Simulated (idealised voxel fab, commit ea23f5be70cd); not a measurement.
voxel wiring stack: a process module
Cross-section cut spans 190 nm and uses square cells 5 nm in size.
When this document writes out a cross-section, it uses a grid of square cells and lists it as bands, beginning at the top and moving down, with a band standing for one or more rows of cells. Basically the band line says how high the top is and how high the bottom is, in nm, and then what's in it from left to right, every material with its width in nm. Empty space shows up as "empty", and if a single material carries "edge to edge" it runs the full band edge to edge. Heights are measured from 0, the level below which the as-received wafer is all one material; the lowest band has no bottom and continues downward, written as in "0 -> down". Width spec "30..40" -> top row of cells at first value, bottom row at second value, equal per-row change in between. What does "nothing was modified" mean for a step? It means no cell of the cross-section changed in that step. Entry "Enclosed voids" = empty spaces >= 8 cells with no open way to the top; each as width x height at distance, distance from left edge, all nm. Read whatever lies past the settings on a step's line as the simulator's own remark about the step. For masked steps, "overlay nm" on the step line gives how far right of plan the mask actually lay; a minus sign means it lay to the left. For the reader: what remains of this document is a series of pairs, each showing a cross-section before one process step and a cross-section after that step which reaches down only to the lowest band that changed, with the step between them and its settings set out under the pair. It should not be assumed that a pair continues from the pair above it; the pairs can come from different runs of this module on the same starting wafer, and such continuity exists only where the entry headed "Before processing step" says so.
Before processing step:
  135 -> 120: lowk (55)  empty (25)  lowk (30)  empty (25)  lowk (55)
  120 -> 110: lowk (55)  empty (15)  lowk (40)  empty (15)  lowk (65)
  110 -> 105: SiCN (55)  empty (15)  SiCN (40)  empty (15)  SiCN (65)
  105 -> 95: Ru (65..50)  TiN (5..20)  lowk (10)  TiN (5)  Ru (35..20)  TiN (5..20)  lowk (10)  TiN (5)  Ru (50)
  95 -> 90: Ru (50)  TiN (5)  lowk (25)  TiN (5)  Ru (20)  TiN (5)  lowk (25)  TiN (5)  Ru (50)
  90 -> 85: TiN (55)  lowk (25)  TiN (30)  lowk (25)  TiN (55)
  85 -> 75: lowk edge to edge
  75 -> 70: SiCN edge to edge
  70 -> 55: SiO2 (50)  SiN (5)  Ru (25)  SiN (5)  SiO2 (20)  SiN (5)  Ru (25)  SiN (5)  SiO2 (50)
  55 -> 50: SiN (55)  TiN (25)  SiN (30)  TiN (25)  SiN (55)
  50 -> 40: lowk (55)  Ru (15)  lowk (120)
  40 -> 35: SiCN (55)  Ru (15)  SiCN (120)
  35 -> 15: lowk (55)  TiN (5)  Cu (15)  TiN (5)  lowk (30)  TiN (5)  Cu (15)  TiN (5)  lowk (55)
  15 -> 10: SiCN (55)  TiN (25)  SiCN (30)  TiN (25)  SiCN (55)
  10 -> 0: SiO2 edge to edge
  0 -> down: Si edge to edge
  Enclosed voids: none
Post-Process View:
  140 -> 135: TiN (60)  empty (15)  TiN (40)  empty (15)  TiN (60)
  135 -> 125: lowk (55)  TiN (5)  empty (15)  TiN (5)  lowk (30)  TiN (5)  empty (15)  TiN (5)  lowk (55)
  125 -> 120: lowk (55)  TiN (5)  empty (5)  TiN (15)  lowk (30)  TiN (5)  empty (5)  TiN (15)  lowk (55)
  120 -> 110: lowk (55)  TiN (5)  empty (5)  TiN (5)  lowk (40)  TiN (5)  empty (5)  TiN (5)  lowk (65)
  110 -> 105: SiCN (55)  TiN (15)  SiCN (40)  TiN (15)  SiCN (65)
  No changes below 105.
  Enclosed voids: none
Formally, the process step situated between the two cross-sections above is op CONFORMAL_DEP | material TiN | thk nm 5
Before processing step: cross-section not repeated; it is the one shown after the step in the pair just above.
Post-Process View:
  150 -> 140: Cu edge to edge
  140 -> 135: TiN (60)  Cu (15)  TiN (40)  Cu (15)  TiN (60)
  135 -> 125: lowk (55)  TiN (5)  Cu (15)  TiN (5)  lowk (30)  TiN (5)  Cu (15)  TiN (5)  lowk (55)
  125 -> 120: lowk (55)  TiN (5)  Cu (5)  TiN (15)  lowk (30)  TiN (5)  Cu (5)  TiN (15)  lowk (55)
  120 -> 110: lowk (55)  TiN (5)  Cu (5)  TiN (5)  lowk (40)  TiN (5)  Cu (5)  TiN (5)  lowk (65)
  No changes below 110.
  Enclosed voids: none
Formally, the process step situated between the two cross-sections above is op FILL_DEP | material Cu | thk nm 10
Before processing step: cross-section not repeated; it is the one shown after the step in the pair just above.
Post-Process View:
  135 -> 125: lowk (55)  TiN (5)  Cu (15)  TiN (5)  lowk (30)  TiN (5)  Cu (15)  TiN (5)  lowk (55)
  No changes below 125.
  Enclosed voids: none
Formally, the process step situated between the two cross-sections above is op CMP | height nm 135
Before processing step: cross-section not repeated; it is the one shown after the step in the pair just above.
Post-Process View:
  140 -> 135: SiCN edge to edge
  No changes below 135.
  Enclosed voids: none
Formally, the process step situated between the two cross-sections above is op CONFORMAL_DEP | material SiCN | thk nm 5
